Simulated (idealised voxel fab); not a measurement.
process module | voxel capacitor over wiring
cross-section cut | 255 nm wide | cells 5 nm
A cross-section is a grid of square cells, given in bands from the top down. A band is one or more rows of cells.
Each band's line starts with the height of the band's top and of its bottom, in nm. Then come its materials from left to right, each with its width in nm. One material with "throughout" fills the band from edge to edge. "air" is empty space.
Height 0 is the level under which the wafer as received is all one material. The lowest band goes on downwards, as in "0 down".
A width such as "30 to 40" changes by the same amount from each row of cells to the next, from the band's top row to its bottom row.
"no change" after a step means that no cell of the cross-section changed.
closed voids: empty space of 8 cells or more with no open way to the top, each as width x height at its distance from the left edge, in nm
after a step's settings: what the simulator itself notes on the step
overlay nm, on a step with a mask: how far to the right of its planned place the mask lay; to the left if negative
plan
1 op RECEIVE | material Si
2 op CONFORMAL_DEP | material SiO2 | thk nm 15
3 op DIRECTIONAL_DEP | material TiN | thk nm 5
4 op DIRECTIONAL_DEP | material Ru | thk nm 25
5 op MASKED_ETCH | tone cover | mask id METAL_1 | width nm 20 | pitch nm 85 | etch materials Ru | depth nm 25 | overlay nm 0
6 op MASKED_ETCH | tone cover | mask id METAL_1 | width nm 20 | pitch nm 85 | etch materials TiN | depth nm 5 | overlay nm 0
7 op FILL_DEP | material SiO2 | thk nm 10
8 op CMP | height nm 45
9 op CONFORMAL_DEP | material SiCN | thk nm 5
10 op DIRECTIONAL_DEP | material SiO2 | thk nm 20
11 op DIRECTIONAL_DEP | material aC | thk nm 10
12 op PATTERN | tone open | mask id PLUG_1 | material resist | width nm 15 | thk nm 30 | overlay nm 0
13 op DIRECTIONAL_ETCH | etch materials aC | depth nm 10
14 op STRIP | etch materials resist
15 op DIRECTIONAL_ETCH | etch materials SiO2 | depth nm 20
16 op DIRECTIONAL_ETCH | etch materials SiCN | depth nm 5
17 op STRIP | etch materials aC
18 op EPI | material Ru | thk nm 10
19 op EPI | material Ru | thk nm 10
20 op EPI | material Ru | thk nm 5
21 op DIRECTIONAL_DEP | material TiN | thk nm 5
22 op DIRECTIONAL_DEP | material HfO2 | thk nm 5
23 op DIRECTIONAL_DEP | material TiN | thk nm 5
24 op MASKED_ETCH | tone cover | mask id UPPER_PLATE | width nm 70 | etch materials TiN | depth nm 5 | overlay nm 0
25 op MASKED_ETCH | tone cover | mask id UPPER_PLATE | width nm 70 | etch materials HfO2 | depth nm 5 | overlay nm 0
26 op MASKED_ETCH | tone cover | mask id LOWER_PLATE | width nm 80 | etch materials TiN | depth nm 5 | overlay nm 0
27 op FILL_DEP | material SiO2 | thk nm 15
28 op CMP | height nm 95
29 op PATTERN | tone open | mask id PLUG_2 | material resist | width nm 15 | thk nm 15 | overlay nm 0
30 op DIRECTIONAL_ETCH | etch materials SiO2 | depth nm 10
31 op STRIP | etch materials resist
32 op CONFORMAL_DEP | material TiN | thk nm 5
33 op FILL_DEP | material Ru | thk nm 10
34 op CMP | height nm 95
35 op CONFORMAL_DEP | material SiCN | thk nm 5
varied across the wafers: thk nm of step 32. The plan shows the first wafer's value. All wafers start alike
first wafer as received, after step 1
  0 down: Si throughout
  closed voids: none
each wafer at the end: cells of each material gained (+) or lost (-) since it was received, then its closed voids
thk nm 5 | +14 HfO2 | +56 Ru | +99 SiCN | +808 SiO2 | +43 TiN | closed voids: none
thk nm 10 | +14 HfO2 | +55 Ru | +99 SiCN | +808 SiO2 | +44 TiN | closed voids: none
thk nm 15 | +14 HfO2 | +55 Ru | +99 SiCN | +808 SiO2 | +44 TiN | closed voids: none
thk nm 20 | +14 HfO2 | +55 Ru | +99 SiCN | +808 SiO2 | +44 TiN | closed voids: none
